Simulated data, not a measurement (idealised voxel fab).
The name of this process module is voxel local oxidation.
The cross-section shown here is cut; it is 255 nm wide and divided into square cells measuring 5 nm on a side.
When this document writes out a cross-section, it uses a grid of square cells and lists it as bands, beginning at the top and moving down, with a band standing for one or more rows of cells. Within each band entry, the heights of the top and of the bottom of the band appear first, in that order and in nm; the materials of the band then follow from left to right, each with its corresponding width in nm. The designation "all across" on a single material indicates that it fills the band from edge to edge; the designation "blank" indicates empty space. Basically, 0 is our baseline, since under it the wafer straight out of the box is all one material. The bottom band has no lower end and keeps on going down, so it looks like "top 0, no bottom". Graded width ("30 to 40"): value in top row of band = first number; value in bottom row = second number; row-to-row change constant. When a step is marked "remained unchanged", none of the cells in the cross-section changed during that step. "Fully sealed cavities": empty spaces of 8 cells or more with no open way to the top, each given as width x height at distance, distance from the left edge, all in nm. The remark found on a step's line after its settings is issued by the simulator itself and pertains to that step. You can add "overlay nm" to a step's line. For a step with a mask, it describes how far the mask lay to the right of its planned position, and a negative number describes a lay to the left.

### This section lists the process steps that were planned
step 1: RECEIVE: material Si
step 2: CONFORMAL_DEP: material SiO2, thk nm 5
step 3: CONFORMAL_DEP: material SiN, thk nm 15
step 4: DIRECTIONAL_DEP: material aC, thk nm 15
step 5: PATTERN: tone cover, mask id ACTIVE, material resist, width nm 130, thk nm 35, overlay nm 0
step 6: DIRECTIONAL_ETCH: etch materials aC, depth nm 15
step 7: STRIP: etch materials resist
step 8: DIRECTIONAL_ETCH: etch materials SiN, depth nm 15
step 9: STRIP: etch materials aC
step 10: SELECTIVE_ETCH: etch materials SiO2, depth nm 5
step 11: OXIDIZE: depth nm 15
step 12: STRIP: etch materials SiN

### First wafer of two (run as planned)

### Cross-section of the wafer upon arrival, representing the state reached after step 1
  top 0, no bottom | Si all across
  Fully sealed cavities: none

### Wafer xsec, post step 2
  top 5, bottom 0 | SiO2 all across
  No changes below 0.

### Wafer xsec, post step 3
  top 20, bottom 5 | SiN all across
  No changes below 5.

### Wafer xsec, post step 4
  top 35, bottom 20 | aC all across
  No changes below 20.

### Wafer xsec, post step 5
  top 70, bottom 35 | 60 nm blank, 130 nm resist, 65 nm blank
  No changes below 35.

### Wafer xsec, post step 6
  top 55, bottom 35 | 60 nm blank, 130 nm resist, 65 nm blank
  top 35, bottom 20 | 60 nm blank, 130 nm aC, 65 nm blank
  No changes below 20.

### Wafer xsec, post step 7
  top 35, bottom 20 | 60 nm blank, 130 nm aC, 65 nm blank
  No changes below 20.

### Wafer xsec, post step 8
  top 35, bottom 20 | 60 nm blank, 130 nm aC, 65 nm blank
  top 20, bottom 5 | 60 nm blank, 130 nm SiN, 65 nm blank
  No changes below 5.

### Wafer xsec, post step 9
  top 20, bottom 5 | 60 nm blank, 130 nm SiN, 65 nm blank
  No changes below 5.

### Wafer xsec, post step 10
  top 20, bottom 5 | 60 nm blank, 130 nm SiN, 65 nm blank
  top 5, bottom 0 | 65 nm blank, 120 nm SiO2, 70 nm blank
  No changes below 0.

### Wafer xsec, post step 11
  top 20, bottom 5 | 60 nm blank, 130 nm SiN, 65 nm blank
  top 5, bottom 0 | 65 nm blank, 120 nm SiO2, 70 nm blank
  top 0, bottom -15 | 80 nm SiO2, 90 nm Si, 85 nm SiO2
  No changes below -15.

### Wafer xsec, post step 12
  top 5, bottom 0 | 65 nm blank, 120 nm SiO2, 70 nm blank
  No changes below 0.

### Second wafer - shared start and plan with the first - one error in running - same as the first up to step 4 inclusive

### Cross-section of the second wafer when, according to plan, step 5 should have finished
  top 70, bottom 35 | 60 nm resist, 130 nm blank, 65 nm resist
  No changes below 35.

### Cross-section of the second wafer when, according to plan, step 6 should have finished
  top 55, bottom 35 | 60 nm resist, 130 nm blank, 65 nm resist
  top 35, bottom 20 | 60 nm aC, 130 nm blank, 65 nm aC
  No changes below 20.

### Cross-section of the second wafer when, according to plan, step 7 should have finished
  top 35, bottom 20 | 60 nm aC, 130 nm blank, 65 nm aC
  No changes below 20.

### Cross-section of the second wafer when, according to plan, step 8 should have finished
  top 35, bottom 20 | 60 nm aC, 130 nm blank, 65 nm aC
  top 20, bottom 5 | 60 nm SiN, 130 nm blank, 65 nm SiN
  No changes below 5.

### Cross-section of the second wafer when, according to plan, step 9 should have finished
  top 20, bottom 5 | 60 nm SiN, 130 nm blank, 65 nm SiN
  No changes below 5.

### Cross-section of the second wafer when, according to plan, step 10 should have finished
  top 20, bottom 5 | 60 nm SiN, 130 nm blank, 65 nm SiN
  top 5, bottom 0 | 55 nm SiO2, 140 nm blank, 60 nm SiO2
  No changes below 0.

### Cross-section of the second wafer when, according to plan, step 11 should have finished
  top 20, bottom 5 | 60 nm SiN, 130 nm blank, 65 nm SiN
  top 5, bottom 0 | 55 nm SiO2, 140 nm blank, 60 nm SiO2
  top 0, bottom -15 | 40 nm Si, 170 nm SiO2, 45 nm Si
  No changes below -15.

### Cross-section of the second wafer when, according to plan, step 12 should have finished
  top 5, bottom 0 | 55 nm SiO2, 140 nm blank, 60 nm SiO2
  No changes below 0.
What went wrong in running the wafer? note that step 5 departed from the planned setting and was carried out as PATTERN: tone open, mask id ACTIVE, material resist, width nm 130, thk nm 35, overlay nm 0
FYI, end of process, the second wafer has more or fewer cells of some materials than the first: 3 fewer of Si; 2 more of SiO2
